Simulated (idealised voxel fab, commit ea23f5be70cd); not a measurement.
process module | voxel transistor to metal
cross-section cut | 295 nm wide | cells 5 nm
A cross-section is a grid of square cells, given in bands from the top down. A band is one or more rows of cells.
Each band's line starts with the height of the band's top and of its bottom, in nm. Then come its materials from left to right, each with its width in nm. One material with "throughout" fills the band from edge to edge. "air" is empty space.
Height 0 is the level under which the wafer as received is all one material. The lowest band goes on downwards, as in "0 down".
A width such as "30 to 40" changes by the same amount from each row of cells to the next, from the band's top row to its bottom row.
"no change" after a step means that no cell of the cross-section changed.
closed voids: empty space of 8 cells or more with no open way to the top, each as width x height at its distance from the left edge, in nm
after a step's settings: what the simulator itself notes on the step
overlay nm, on a step with a mask: how far to the right of its planned place the mask lay; to the left if negative
Each pair below shows a cross-section before one step and the cross-section after it, down to the lowest band that changed. The line under each pair gives the step between them, with its settings. The pairs can come from different runs of this module on the same starting wafer, so a pair continues from the pair above only where its "before" says so.
before
  40 to 30: SiO2 50 | air 15 | SiO2 50 | air 15 | SiO2 30 | air 15 | SiO2 50 | air 15 | SiO2 55
  30 to 20: SiO2 50 | air 15 | SiN 10 | SiO2 5 | SiCN 20 | SiO2 5 | SiN 10 | air 15 | SiO2 30 | air 15 | SiN 10 | SiO2 5 | SiCN 20 | SiO2 5 | SiN 10 | air 15 | SiO2 55
  20 to 0: SiO2 50 | air 15 | SiN 10 | SiO2 5 | polySi 20 | SiO2 5 | SiN 10 | air 15 | SiO2 30 | air 15 | SiN 10 | SiO2 5 | polySi 20 | SiO2 5 | SiN 10 | air 15 | SiO2 55
  0 to -5: SiO2 50 | air 5 | SiGe 10 | SiN 10 | SiO2 5 | polySi 20 | SiO2 5 | SiN 10 | SiGe 10 | air 5 | SiO2 30 | air 5 | SiGe 10 | SiN 10 | SiO2 5 | polySi 20 | SiO2 5 | SiN 10 | SiGe 10 | air 5 | SiO2 55
  -5 to -10: SiO2 40 | SiGe 25 | SiO2 50 | SiGe 25 | SiO2 10 | SiGe 25 | SiO2 50 | SiGe 25 | SiO2 45
  -10 to -15: SiO2 45 | SiGe 20 | Si 50 | SiGe 20 | SiO2 20 | SiGe 20 | Si 50 | SiGe 20 | SiO2 50
  -15 to -40: SiO2 45 | Si 90 | SiO2 20 | Si 90 | SiO2 50
  -40 down: Si throughout
  closed voids: none
after
  45 to 40: TiN 55 | air 5 | TiN 60 | air 5 | TiN 40 | air 5 | TiN 60 | air 5 | TiN 60
  40 to 30: SiO2 50 | TiN 5 | air 5 | TiN 5 | SiO2 50 | TiN 5 | air 5 | TiN 5 | SiO2 30 | TiN 5 | air 5 | TiN 5 | SiO2 50 | TiN 5 | air 5 | TiN 5 | SiO2 55
  30 to 20: SiO2 50 | TiN 5 | air 5 | TiN 5 | SiN 10 | SiO2 5 | SiCN 20 | SiO2 5 | SiN 10 | TiN 5 | air 5 | TiN 5 | SiO2 30 | TiN 5 | air 5 | TiN 5 | SiN 10 | SiO2 5 | SiCN 20 | SiO2 5 | SiN 10 | TiN 5 | air 5 | TiN 5 | SiO2 55
  20 to 5: SiO2 50 | TiN 5 | air 5 | TiN 5 | SiN 10 | SiO2 5 | polySi 20 | SiO2 5 | SiN 10 | TiN 5 | air 5 | TiN 5 | SiO2 30 | TiN 5 | air 5 | TiN 5 | SiN 10 | SiO2 5 | polySi 20 | SiO2 5 | SiN 10 | TiN 5 | air 5 | TiN 5 | SiO2 55
  5 to 0: SiO2 50 | TiN 15 | SiN 10 | SiO2 5 | polySi 20 | SiO2 5 | SiN 10 | TiN 15 | SiO2 30 | TiN 15 | SiN 10 | SiO2 5 | polySi 20 | SiO2 5 | SiN 10 | TiN 15 | SiO2 55
  0 to -5: SiO2 50 | TiN 5 | SiGe 10 | SiN 10 | SiO2 5 | polySi 20 | SiO2 5 | SiN 10 | SiGe 10 | TiN 5 | SiO2 30 | TiN 5 | SiGe 10 | SiN 10 | SiO2 5 | polySi 20 | SiO2 5 | SiN 10 | SiGe 10 | TiN 5 | SiO2 55
  below -5: unchanged
  closed voids: none
the step between: op CONFORMAL_DEP | material TiN | thk nm 5
before: the cross-section after the pair above
after
  50 to 45: W throughout
  45 to 40: TiN 55 | W 5 | TiN 60 | W 5 | TiN 40 | W 5 | TiN 60 | W 5 | TiN 60
  40 to 30: SiO2 50 | TiN 5 | W 5 | TiN 5 | SiO2 50 | TiN 5 | W 5 | TiN 5 | SiO2 30 | TiN 5 | W 5 | TiN 5 | SiO2 50 | TiN 5 | W 5 | TiN 5 | SiO2 55
  30 to 20: SiO2 50 | TiN 5 | W 5 | TiN 5 | SiN 10 | SiO2 5 | SiCN 20 | SiO2 5 | SiN 10 | TiN 5 | W 5 | TiN 5 | SiO2 30 | TiN 5 | W 5 | TiN 5 | SiN 10 | SiO2 5 | SiCN 20 | SiO2 5 | SiN 10 | TiN 5 | W 5 | TiN 5 | SiO2 55
  20 to 5: SiO2 50 | TiN 5 | W 5 | TiN 5 | SiN 10 | SiO2 5 | polySi 20 | SiO2 5 | SiN 10 | TiN 5 | W 5 | TiN 5 | SiO2 30 | TiN 5 | W 5 | TiN 5 | SiN 10 | SiO2 5 | polySi 20 | SiO2 5 | SiN 10 | TiN 5 | W 5 | TiN 5 | SiO2 55
  below 5: unchanged
  closed voids: none
the step between: op FILL_DEP | material W | thk nm 5
before: the cross-section after the pair above
after
  40 to 30: SiO2 50 | TiN 5 | W 5 | TiN 5 | SiO2 50 | TiN 5 | W 5 | TiN 5 | SiO2 30 | TiN 5 | W 5 | TiN 5 | SiO2 50 | TiN 5 | W 5 | TiN 5 | SiO2 55
  below 30: unchanged
  closed voids: none
the step between: op CMP | height nm 40
before: the cross-section after the pair above
after
  45 to 40: TiN throughout
  below 40: unchanged
  closed voids: none
the step between: op DIRECTIONAL_DEP | material TiN | thk nm 5
before: the cross-section after the pair above
after
  70 to 45: Ru throughout
  below 45: unchanged
  closed voids: none
the step between: op DIRECTIONAL_DEP | material Ru | thk nm 25
before: the cross-section after the pair above
after
  70 to 45: air 50 | Ru 15 | air 50 | Ru 15 | air 30 | Ru 15 | air 50 | Ru 15 | air 55
  below 45: unchanged
  closed voids: none
the step between: op MASKED_ETCH | tone cover | mask id METAL_1 | width nm 15 | etch materials Ru | depth nm 25 | overlay nm 0
before: the cross-section after the pair above
after
  70 to 45: air 50 | Ru 15 | air 50 | Ru 15 | air 30 | Ru 15 | air 50 | Ru 15 | air 55
  45 to 40: air 50 | TiN 15 | air 50 | TiN 15 | air 30 | TiN 15 | air 50 | TiN 15 | air 55
  below 40: unchanged
  closed voids: none
the step between: op MASKED_ETCH | tone cover | mask id METAL_1 | width nm 15 | etch materials TiN | depth nm 5 | overlay nm 0
before: the cross-section after the pair above
after
  75 to 70: SiO2 throughout
  70 to 45: SiO2 50 | Ru 15 | SiO2 50 | Ru 15 | SiO2 30 | Ru 15 | SiO2 50 | Ru 15 | SiO2 55
  45 to 40: SiO2 50 | TiN 15 | SiO2 50 | TiN 15 | SiO2 30 | TiN 15 | SiO2 50 | TiN 15 | SiO2 55
  below 40: unchanged
  closed voids: none
the step between: op FILL_DEP | material SiO2 | thk nm 5
before: the cross-section after the pair above
after
  70 to 45: SiO2 50 | Ru 15 | SiO2 50 | Ru 15 | SiO2 30 | Ru 15 | SiO2 50 | Ru 15 | SiO2 55
  below 45: unchanged
  closed voids: none
the step between: op CMP | height nm 70
before: the cross-section after the pair above
after
  75 to 70: SiCN throughout
  below 70: unchanged
  closed voids: none
the step between: op CONFORMAL_DEP | material SiCN | thk nm 5
before: the cross-section after the pair above
after
  105 to 75: SiO2 throughout
  below 75: unchanged
  closed voids: none
the step between: op DIRECTIONAL_DEP | material SiO2 | thk nm 30
before: the cross-section after the pair above
after
  115 to 105: aC throughout
  below 105: unchanged
  closed voids: none
the step between: op DIRECTIONAL_DEP | material aC | thk nm 10
before: the cross-section after the pair above
after
  140 to 115: resist 50 | air 15 | resist 95 | air 15 | resist 120
  below 115: unchanged
  closed voids: none
the step between: op PATTERN | tone open | mask id METAL_2 | material resist | width nm 15 | pitch nm 110 | thk nm 25 | overlay nm 0
before: the cross-section after the pair above
after
  130 to 115: resist 50 | air 15 | resist 95 | air 15 | resist 120
  115 to 105: aC 50 | air 15 | aC 95 | air 15 | aC 120
  below 105: unchanged
  closed voids: none
the step between: op DIRECTIONAL_ETCH | etch materials aC | depth nm 10
before: the cross-section after the pair above
after
  115 to 105: aC 50 | air 15 | aC 95 | air 15 | aC 120
  below 105: unchanged
  closed voids: none
the step between: op STRIP | etch materials resist
before: the cross-section after the pair above
after
  115 to 105: aC 50 | air 15 | aC 95 | air 15 | aC 120
  105 to 90: SiO2 50 | air 15 | SiO2 95 | air 15 | SiO2 120
  below 90: unchanged
  closed voids: none
the step between: op DIRECTIONAL_ETCH | etch materials SiO2 | depth nm 15
before: the cross-section after the pair above
after
  105 to 90: SiO2 50 | air 15 | SiO2 95 | air 15 | SiO2 120
  below 90: unchanged
  closed voids: none
the step between: op STRIP | etch materials aC
before: the cross-section after the pair above
after
  105 to 75: SiO2 50 | air 15 | SiO2 95 | air 15 | SiO2 120
  below 75: unchanged
  closed voids: none
the step between: op MASKED_ETCH | tone open | mask id METAL_2_HOLES | width nm 15 | pitch nm 110 | etch materials SiO2 | depth nm 15 | overlay nm 0
before: the cross-section after the pair above
after
  105 to 75: SiO2 50 | air 15 | SiO2 95 | air 15 | SiO2 120
  75 to 70: SiCN 50 | air 15 | SiCN 95 | air 15 | SiCN 120
  below 70: unchanged
  closed voids: none
the step between: op MASKED_ETCH | tone open | mask id METAL_2_HOLES | width nm 15 | pitch nm 110 | etch materials SiCN | depth nm 5 | overlay nm 0
before: the cross-section after the pair above
after
  110 to 105: TiN 55 | air 5 | TiN 105 | air 5 | TiN 125
  105 to 75: SiO2 50 | TiN 5 | air 5 | TiN 5 | SiO2 95 | TiN 5 | air 5 | TiN 5 | SiO2 120
  75 to 70: SiCN 50 | TiN 15 | SiCN 95 | TiN 15 | SiCN 120
  below 70: unchanged
  closed voids: none
the step between: op CONFORMAL_DEP | material TiN | thk nm 5
before: the cross-section after the pair above
after
  120 to 110: Ru throughout
  110 to 105: TiN 55 | Ru 5 | TiN 105 | Ru 5 | TiN 125
  105 to 75: SiO2 50 | TiN 5 | Ru 5 | TiN 5 | SiO2 95 | TiN 5 | Ru 5 | TiN 5 | SiO2 120
  below 75: unchanged
  closed voids: none
the step between: op FILL_DEP | material Ru | thk nm 10
before: the cross-section after the pair above
after
  105 to 75: SiO2 50 | TiN 5 | Ru 5 | TiN 5 | SiO2 95 | TiN 5 | Ru 5 | TiN 5 | SiO2 120
  below 75: unchanged
  closed voids: none
the step between: op CMP | height nm 105
before: the cross-section after the pair above
after
  110 to 105: SiN throughout
  below 105: unchanged
  closed voids: none
the step between: op CONFORMAL_DEP | material SiN | thk nm 5
before
  70 to 45: Ru throughout
  45 to 40: TiN throughout
  40 to 30: SiO2 50 | TiN 5 | W 5 | TiN 5 | SiO2 50 | TiN 5 | W 5 | TiN 5 | SiO2 30 | TiN 5 | W 5 | TiN 5 | SiO2 50 | TiN 5 | W 5 | TiN 5 | SiO2 55
  30 to 20: SiO2 50 | TiN 5 | W 5 | TiN 5 | SiN 10 | SiO2 5 | SiCN 20 | SiO2 5 | SiN 10 | TiN 5 | W 5 | TiN 5 | SiO2 30 | TiN 5 | W 5 | TiN 5 | SiN 10 | SiO2 5 | SiCN 20 | SiO2 5 | SiN 10 | TiN 5 | W 5 | TiN 5 | SiO2 55
  20 to 5: SiO2 50 | TiN 5 | W 5 | TiN 5 | SiN 10 | SiO2 5 | polySi 20 | SiO2 5 | SiN 10 | TiN 5 | W 5 | TiN 5 | SiO2 30 | TiN 5 | W 5 | TiN 5 | SiN 10 | SiO2 5 | polySi 20 | SiO2 5 | SiN 10 | TiN 5 | W 5 | TiN 5 | SiO2 55
  5 to 0: SiO2 50 | TiN 15 | SiN 10 | SiO2 5 | polySi 20 | SiO2 5 | SiN 10 | TiN 15 | SiO2 30 | TiN 15 | SiN 10 | SiO2 5 | polySi 20 | SiO2 5 | SiN 10 | TiN 15 | SiO2 55
  0 to -5: SiO2 50 | TiN 5 | SiGe 10 | SiN 10 | SiO2 5 | polySi 20 | SiO2 5 | SiN 10 | SiGe 10 | TiN 5 | SiO2 30 | TiN 5 | SiGe 10 | SiN 10 | SiO2 5 | polySi 20 | SiO2 5 | SiN 10 | SiGe 10 | TiN 5 | SiO2 55
  -5 to -10: SiO2 40 | SiGe 25 | SiO2 50 | SiGe 25 | SiO2 10 | SiGe 25 | SiO2 50 | SiGe 25 | SiO2 45
  -10 to -15: SiO2 45 | SiGe 20 | Si 50 | SiGe 20 | SiO2 20 | SiGe 20 | Si 50 | SiGe 20 | SiO2 50
  -15 to -30: SiO2 45 | Si 90 | SiO2 20 | Si 90 | SiO2 50
  -30 down: Si throughout
  closed voids: none
after
  70 to 45: air 45 | Ru 25 | air 40 | Ru 25 | air 20 | Ru 25 | air 40 | Ru 25 | air 50
  below 45: unchanged
  closed voids: none
the step between: op MASKED_ETCH | tone cover | mask id METAL_1 | width nm 25 | etch materials Ru | depth nm 25 | overlay nm 0
before: the cross-section after the pair above
after
  70 to 45: air 45 | Ru 25 | air 40 | Ru 25 | air 20 | Ru 25 | air 40 | Ru 25 | air 50
  45 to 40: air 45 | TiN 25 | air 40 | TiN 25 | air 20 | TiN 25 | air 40 | TiN 25 | air 50
  below 40: unchanged
  closed voids: none
the step between: op MASKED_ETCH | tone cover | mask id METAL_1 | width nm 15 | etch materials TiN | depth nm 5 | overlay nm 0
before: the cross-section after the pair above
after
  75 to 70: SiO2 throughout
  70 to 45: SiO2 45 | Ru 25 | SiO2 40 | Ru 25 | SiO2 20 | Ru 25 | SiO2 40 | Ru 25 | SiO2 50
  45 to 40: SiO2 45 | TiN 25 | SiO2 40 | TiN 25 | SiO2 20 | TiN 25 | SiO2 40 | TiN 25 | SiO2 50
  below 40: unchanged
  closed voids: none
the step between: op FILL_DEP | material SiO2 | thk nm 5
before: the cross-section after the pair above
after
  70 to 45: SiO2 45 | Ru 25 | SiO2 40 | Ru 25 | SiO2 20 | Ru 25 | SiO2 40 | Ru 25 | SiO2 50
  below 45: unchanged
  closed voids: none
the step between: op CMP | height nm 70
before: the cross-section after the pair above
after
  75 to 70: SiCN throughout
  below 70: unchanged
  closed voids: none
the step between: op CONFORMAL_DEP | material SiCN | thk nm 5
before: the cross-section after the pair above
after
  105 to 75: SiO2 throughout
  below 75: unchanged
  closed voids: none
the step between: op DIRECTIONAL_DEP | material SiO2 | thk nm 30
before: the cross-section after the pair above
after
  115 to 105: aC throughout
  below 105: unchanged
  closed voids: none
the step between: op DIRECTIONAL_DEP | material aC | thk nm 10
before: the cross-section after the pair above
after
  140 to 115: resist 50 | air 15 | resist 95 | air 15 | resist 120
  below 115: unchanged
  closed voids: none
the step between: op PATTERN | tone open | mask id METAL_2 | material resist | width nm 15 | pitch nm 110 | thk nm 25 | overlay nm 0
before: the cross-section after the pair above
after
  130 to 115: resist 50 | air 15 | resist 95 | air 15 | resist 120
  115 to 105: aC 50 | air 15 | aC 95 | air 15 | aC 120
  below 105: unchanged
  closed voids: none
the step between: op DIRECTIONAL_ETCH | etch materials aC | depth nm 10
before: the cross-section after the pair above
after
  115 to 105: aC 50 | air 15 | aC 95 | air 15 | aC 120
  below 105: unchanged
  closed voids: none
the step between: op STRIP | etch materials resist
before: the cross-section after the pair above
after
  115 to 105: aC 50 | air 15 | aC 95 | air 15 | aC 120
  105 to 90: SiO2 50 | air 15 | SiO2 95 | air 15 | SiO2 120
  below 90: unchanged
  closed voids: none
the step between: op DIRECTIONAL_ETCH | etch materials SiO2 | depth nm 15
before: the cross-section after the pair above
after
  105 to 90: SiO2 50 | air 15 | SiO2 95 | air 15 | SiO2 120
  below 90: unchanged
  closed voids: none
the step between: op STRIP | etch materials aC
before: the cross-section after the pair above
after
  105 to 75: SiO2 50 | air 15 | SiO2 95 | air 15 | SiO2 120
  below 75: unchanged
  closed voids: none
the step between: op MASKED_ETCH | tone open | mask id METAL_2_HOLES | width nm 15 | pitch nm 110 | etch materials SiO2 | depth nm 15 | overlay nm 0
before: the cross-section after the pair above
after
  105 to 75: SiO2 50 | air 15 | SiO2 95 | air 15 | SiO2 120
  75 to 70: SiCN 50 | air 15 | SiCN 95 | air 15 | SiCN 120
  below 70: unchanged
  closed voids: none
the step between: op MASKED_ETCH | tone open | mask id METAL_2_HOLES | width nm 15 | pitch nm 110 | etch materials SiCN | depth nm 5 | overlay nm 0
before: the cross-section after the pair above
after
  110 to 105: TiN 55 | air 5 | TiN 105 | air 5 | TiN 125
  105 to 75: SiO2 50 | TiN 5 | air 5 | TiN 5 | SiO2 95 | TiN 5 | air 5 | TiN 5 | SiO2 120
  75 to 70: SiCN 50 | TiN 15 | SiCN 95 | TiN 15 | SiCN 120
  below 70: unchanged
  closed voids: none
the step between: op CONFORMAL_DEP | material TiN | thk nm 5
before: the cross-section after the pair above
after
  120 to 110: Ru throughout
  110 to 105: TiN 55 | Ru 5 | TiN 105 | Ru 5 | TiN 125
  105 to 75: SiO2 50 | TiN 5 | Ru 5 | TiN 5 | SiO2 95 | TiN 5 | Ru 5 | TiN 5 | SiO2 120
  below 75: unchanged
  closed voids: none
the step between: op FILL_DEP | material Ru | thk nm 10
before: the cross-section after the pair above
after
  105 to 75: SiO2 50 | TiN 5 | Ru 5 | TiN 5 | SiO2 95 | TiN 5 | Ru 5 | TiN 5 | SiO2 120
  below 75: unchanged
  closed voids: none
the step between: op CMP | height nm 105
before: the cross-section after the pair above
after
  110 to 105: SiN throughout
  below 105: unchanged
  closed voids: none
the step between: op CONFORMAL_DEP | material SiN | thk nm 5
before
  30 to 20: SiCN throughout
  20 to -5: polySi throughout
  -5 to -10: SiO2 throughout
  -10 to -30: SiO2 45 | Si 90 | SiO2 20 | Si 90 | SiO2 50
  -30 down: Si throughout
  closed voids: none
after
  30 to 20: air 85 | SiCN 20 | air 90 | SiCN 20 | air 80
  below 20: unchanged
  closed voids: none
the step between: op MASKED_ETCH | tone cover | mask id GATE | width nm 20 | pitch nm 110 | etch materials SiCN | depth nm 20 | overlay nm 5
before: the cross-section after the pair above
after
  30 to 20: air 85 | SiCN 20 | air 90 | SiCN 20 | air 80
  20 to -5: air 80 | polySi 25 | air 85 | polySi 25 | air 80
  below -5: unchanged
  closed voids: none
the step between: op MASKED_ETCH | tone cover | mask id GATE | width nm 20 | pitch nm 110 | etch materials polySi | depth nm 35 | overlay nm 0
before: the cross-section after the pair above
after
  35 to 30: air 80 | SiO2 30 | air 80 | SiO2 30 | air 75
  30 to 20: air 80 to 75 | SiO2 5 to 10 | SiCN 20 | SiO2 5 | air 80 to 75 | SiO2 5 to 10 | SiCN 20 | SiO2 5 | air 75
  20 to 0: air 75 | SiO2 5 | polySi 25 | SiO2 5 | air 75 | SiO2 5 | polySi 25 | SiO2 5 | air 75
  0 to -5: SiO2 80 | polySi 25 | SiO2 85 | polySi 25 | SiO2 80
  below -5: unchanged
  closed voids: none
the step between: op CONFORMAL_DEP | material SiO2 | thk nm 5
before: the cross-section after the pair above
after
  30 to 20: air 80 | SiO2 5 | SiCN 20 | SiO2 5 | air 80 | SiO2 5 | SiCN 20 | SiO2 5 | air 75
  20 to -5: air 75 | SiO2 5 | polySi 25 | SiO2 5 | air 75 | SiO2 5 | polySi 25 | SiO2 5 | air 75
  below -5: unchanged
  closed voids: none
the step between: op DIRECTIONAL_ETCH | etch materials SiO2 | depth nm 5
before: the cross-section after the pair above
after
  40 to 30: air 70 | SiN 50 | air 60 | SiN 50 | air 65
  30 to 20: air 65 | SiN 15 | SiO2 5 | SiCN 20 | SiO2 5 | SiN 10 | air 55 | SiN 15 | SiO2 5 | SiCN 20 | SiO2 5 | SiN 10 | air 65
  20 to 5: air 65 | SiN 10 | SiO2 5 | polySi 25 | SiO2 5 | SiN 10 | air 55 | SiN 10 | SiO2 5 | polySi 25 | SiO2 5 | SiN 10 | air 65
  5 to -5: SiN 75 | SiO2 5 | polySi 25 | SiO2 5 | SiN 75 | SiO2 5 | polySi 25 | SiO2 5 | SiN 75
  below -5: unchanged
  closed voids: none
the step between: op CONFORMAL_DEP | material SiN | thk nm 10
before: the cross-section after the pair above
after
  30 to 20: air 70 | SiN 10 | SiO2 5 | SiCN 20 | SiO2 5 | SiN 10 | air 60 | SiN 10 | SiO2 5 | SiCN 20 | SiO2 5 | SiN 10 | air 65
  20 to -5: air 65 | SiN 10 | SiO2 5 | polySi 25 | SiO2 5 | SiN 10 | air 55 | SiN 10 | SiO2 5 | polySi 25 | SiO2 5 | SiN 10 | air 65
  below -5: unchanged
  closed voids: none
the step between: op DIRECTIONAL_ETCH | etch materials SiN | depth nm 10
before: the cross-section after the pair above
after
  30 to 25: air 70 | SiN 10 | air 5 | SiCN 20 | air 5 | SiN 10 | air 60 | SiN 10 | air 5 | SiCN 20 | air 5 | SiN 10 | air 65
  25 to 20: air 70 | SiN 10 | SiO2 5 | SiCN 20 | SiO2 5 | SiN 10 | air 60 | SiN 10 | SiO2 5 | SiCN 20 | SiO2 5 | SiN 10 | air 65
  20 to -5: air 65 | SiN 10 | SiO2 5 | polySi 25 | SiO2 5 | SiN 10 | air 55 | SiN 10 | SiO2 5 | polySi 25 | SiO2 5 | SiN 10 | air 65
  -5 to -10: air 65 | SiO2 55 | air 55 | SiO2 55 | air 65
  below -10: unchanged
  closed voids: none
the step between: op DIRECTIONAL_ETCH | etch materials SiO2 | depth nm 5
before: the cross-section after the pair above
after
  30 to 25: air 70 | SiN 10 | air 5 | SiCN 20 | air 5 | SiN 10 | air 60 | SiN 10 | air 5 | SiCN 20 | air 5 | SiN 10 | air 65
  25 to 20: air 70 | SiN 10 | SiO2 5 | SiCN 20 | SiO2 5 | SiN 10 | air 60 | SiN 10 | SiO2 5 | SiCN 20 | SiO2 5 | SiN 10 | air 65
  20 to -5: air 65 | SiN 10 | SiO2 5 | polySi 25 | SiO2 5 | SiN 10 | air 55 | SiN 10 | SiO2 5 | polySi 25 | SiO2 5 | SiN 10 | air 65
  -5 to -10: air 65 | SiO2 55 | air 55 | SiO2 55 | air 65
  -10 to -15: SiO2 45 | air 20 | Si 55 | air 15 | SiO2 20 | air 20 | Si 55 | air 15 | SiO2 50
  below -15: unchanged
  closed voids: none
the step between: op DIRECTIONAL_ETCH | etch materials Si | depth nm 5
before: the cross-section after the pair above
after
  30 to 25: air 70 | SiN 10 | air 5 | SiCN 20 | air 5 | SiN 10 | air 60 | SiN 10 | air 5 | SiCN 20 | air 5 | SiN 10 | air 65
  25 to 20: air 70 | SiN 10 | SiO2 5 | SiCN 20 | SiO2 5 | SiN 10 | air 60 | SiN 10 | SiO2 5 | SiCN 20 | SiO2 5 | SiN 10 | air 65
  20 to 0: air 65 | SiN 10 | SiO2 5 | polySi 25 | SiO2 5 | SiN 10 | air 55 | SiN 10 | SiO2 5 | polySi 25 | SiO2 5 | SiN 10 | air 65
  0 to -5: air 55 | SiGe 10 | SiN 10 | SiO2 5 | polySi 25 | SiO2 5 | SiN 10 | SiGe 10 | air 35 | SiGe 10 | SiN 10 | SiO2 5 | polySi 25 | SiO2 5 | SiN 10 | SiGe 10 | air 55
  -5 to -10: air 40 | SiGe 25 | SiO2 55 | SiGe 20 | air 10 | SiGe 25 | SiO2 55 | SiGe 20 | air 45
  -10 to -15: SiO2 45 | SiGe 20 | Si 55 | SiGe 15 | SiO2 20 | SiGe 20 | Si 55 | SiGe 15 | SiO2 50
  below -15: unchanged
  closed voids: none
the step between: op EPI | material SiGe | thk nm 10
before: the cross-section after the pair above
after
  35 to 30: SiO2 throughout
  30 to 20: SiO2 70 | SiN 10 | SiO2 5 | SiCN 20 | SiO2 5 | SiN 10 | SiO2 60 | SiN 10 | SiO2 5 | SiCN 20 | SiO2 5 | SiN 10 | SiO2 65
  20 to 0: SiO2 65 | SiN 10 | SiO2 5 | polySi 25 | SiO2 5 | SiN 10 | SiO2 55 | SiN 10 | SiO2 5 | polySi 25 | SiO2 5 | SiN 10 | SiO2 65
  0 to -5: SiO2 55 | SiGe 10 | SiN 10 | SiO2 5 | polySi 25 | SiO2 5 | SiN 10 | SiGe 10 | SiO2 35 | SiGe 10 | SiN 10 | SiO2 5 | polySi 25 | SiO2 5 | SiN 10 | SiGe 10 | SiO2 55
  -5 to -10: SiO2 40 | SiGe 25 | SiO2 55 | SiGe 20 | SiO2 10 | SiGe 25 | SiO2 55 | SiGe 20 | SiO2 45
  below -10: unchanged
  closed voids: none
the step between: op FILL_DEP | material SiO2 | thk nm 5
before: the cross-section after the pair above
after
  30 to 20: SiO2 70 | SiN 10 | SiO2 5 | SiCN 20 | SiO2 5 | SiN 10 | SiO2 60 | SiN 10 | SiO2 5 | SiCN 20 | SiO2 5 | SiN 10 | SiO2 65
  below 20: unchanged
  closed voids: none
the step between: op CMP | height nm 30
before: the cross-section after the pair above
after
  40 to 30: SiO2 throughout
  below 30: unchanged
  closed voids: none
the step between: op DIRECTIONAL_DEP | material SiO2 | thk nm 10
before: the cross-section after the pair above
after
  60 to 40: resist 50 | air 15 | resist 50 | air 15 | resist 30 | air 15 | resist 50 | air 15 | resist 55
  below 40: unchanged
  closed voids: none
the step between: op PATTERN | tone open | mask id CONTACT | material resist | width nm 15 | thk nm 20 | overlay nm 0
before: the cross-section after the pair above
after
  60 to 40: resist 50 | air 15 | resist 50 | air 15 | resist 30 | air 15 | resist 50 | air 15 | resist 55
  40 to 30: SiO2 50 | air 15 | SiO2 50 | air 15 | SiO2 30 | air 15 | SiO2 50 | air 15 | SiO2 55
  30 to 20: SiO2 50 | air 15 | SiO2 5 | SiN 10 | SiO2 5 | SiCN 20 | SiO2 5 | SiN 10 | air 10 | SiO2 30 | air 15 | SiO2 5 | SiN 10 | SiO2 5 | SiCN 20 | SiO2 5 | SiN 10 | air 10 | SiO2 55
  20 to 0: SiO2 50 | air 15 | SiN 10 | SiO2 5 | polySi 25 | SiO2 5 | SiN 10 | air 10 | SiO2 30 | air 15 | SiN 10 | SiO2 5 | polySi 25 | SiO2 5 | SiN 10 | air 10 | SiO2 55
  0 to -5: SiO2 50 | air 5 | SiGe 10 | SiN 10 | SiO2 5 | polySi 25 | SiO2 5 | SiN 10 | SiGe 10 | SiO2 30 | air 5 | SiGe 10 | SiN 10 | SiO2 5 | polySi 25 | SiO2 5 | SiN 10 | SiGe 10 | SiO2 55
  below -5: unchanged
  closed voids: none
the step between: op DIRECTIONAL_ETCH | etch materials SiO2 | depth nm 45
before: the cross-section after the pair above
after
  40 to 30: SiO2 50 | air 15 | SiO2 50 | air 15 | SiO2 30 | air 15 | SiO2 50 | air 15 | SiO2 55
  below 30: unchanged
  closed voids: none
the step between: op STRIP | etch materials resist
before: the cross-section after the pair above
after
  45 to 40: TiN 55 | air 5 | TiN 60 | air 5 | TiN 40 | air 5 | TiN 60 | air 5 | TiN 60
  40 to 35: SiO2 50 | TiN 5 | air 5 | TiN 5 | SiO2 50 | TiN 5 | air 5 | TiN 5 | SiO2 30 | TiN 5 | air 5 | TiN 5 | SiO2 50 | TiN 5 | air 5 | TiN 5 | SiO2 55
  35 to 30: SiO2 50 | TiN 5 | air 5 | TiN 5 | SiO2 50 | TiN 15 | SiO2 30 | TiN 5 | air 5 | TiN 5 | SiO2 50 | TiN 15 | SiO2 55
  30 to 20: SiO2 50 | TiN 5 | air 5 | TiN 5 | SiO2 5 | SiN 10 | SiO2 5 | SiCN 20 | SiO2 5 | SiN 10 | TiN 10 | SiO2 30 | TiN 5 | air 5 | TiN 5 | SiO2 5 | SiN 10 | SiO2 5 | SiCN 20 | SiO2 5 | SiN 10 | TiN 10 | SiO2 55
  20 to 5: SiO2 50 | TiN 5 | air 5 | TiN 5 | SiN 10 | SiO2 5 | polySi 25 | SiO2 5 | SiN 10 | TiN 10 | SiO2 30 | TiN 5 | air 5 | TiN 5 | SiN 10 | SiO2 5 | polySi 25 | SiO2 5 | SiN 10 | TiN 10 | SiO2 55
  5 to 0: SiO2 50 | TiN 15 | SiN 10 | SiO2 5 | polySi 25 | SiO2 5 | SiN 10 | TiN 10 | SiO2 30 | TiN 15 | SiN 10 | SiO2 5 | polySi 25 | SiO2 5 | SiN 10 | TiN 10 | SiO2 55
  0 to -5: SiO2 50 | TiN 5 | SiGe 10 | SiN 10 | SiO2 5 | polySi 25 | SiO2 5 | SiN 10 | SiGe 10 | SiO2 30 | TiN 5 | SiGe 10 | SiN 10 | SiO2 5 | polySi 25 | SiO2 5 | SiN 10 | SiGe 10 | SiO2 55
  below -5: unchanged
  closed voids: none
the step between: op CONFORMAL_DEP | material TiN | thk nm 5
before: the cross-section after the pair above
after
  50 to 45: W throughout
  45 to 40: TiN 55 | W 5 | TiN 60 | W 5 | TiN 40 | W 5 | TiN 60 | W 5 | TiN 60
  40 to 35: SiO2 50 | TiN 5 | W 5 | TiN 5 | SiO2 50 | TiN 5 | W 5 | TiN 5 | SiO2 30 | TiN 5 | W 5 | TiN 5 | SiO2 50 | TiN 5 | W 5 | TiN 5 | SiO2 55
  35 to 30: SiO2 50 | TiN 5 | W 5 | TiN 5 | SiO2 50 | TiN 15 | SiO2 30 | TiN 5 | W 5 | TiN 5 | SiO2 50 | TiN 15 | SiO2 55
  30 to 20: SiO2 50 | TiN 5 | W 5 | TiN 5 | SiO2 5 | SiN 10 | SiO2 5 | SiCN 20 | SiO2 5 | SiN 10 | TiN 10 | SiO2 30 | TiN 5 | W 5 | TiN 5 | SiO2 5 | SiN 10 | SiO2 5 | SiCN 20 | SiO2 5 | SiN 10 | TiN 10 | SiO2 55
  20 to 5: SiO2 50 | TiN 5 | W 5 | TiN 5 | SiN 10 | SiO2 5 | polySi 25 | SiO2 5 | SiN 10 | TiN 10 | SiO2 30 | TiN 5 | W 5 | TiN 5 | SiN 10 | SiO2 5 | polySi 25 | SiO2 5 | SiN 10 | TiN 10 | SiO2 55
  below 5: unchanged
  closed voids: none
the step between: op FILL_DEP | material W | thk nm 5
before: the cross-section after the pair above
after
  40 to 35: SiO2 50 | TiN 5 | W 5 | TiN 5 | SiO2 50 | TiN 5 | W 5 | TiN 5 | SiO2 30 | TiN 5 | W 5 | TiN 5 | SiO2 50 | TiN 5 | W 5 | TiN 5 | SiO2 55
  below 35: unchanged
  closed voids: none
the step between: op CMP | height nm 40
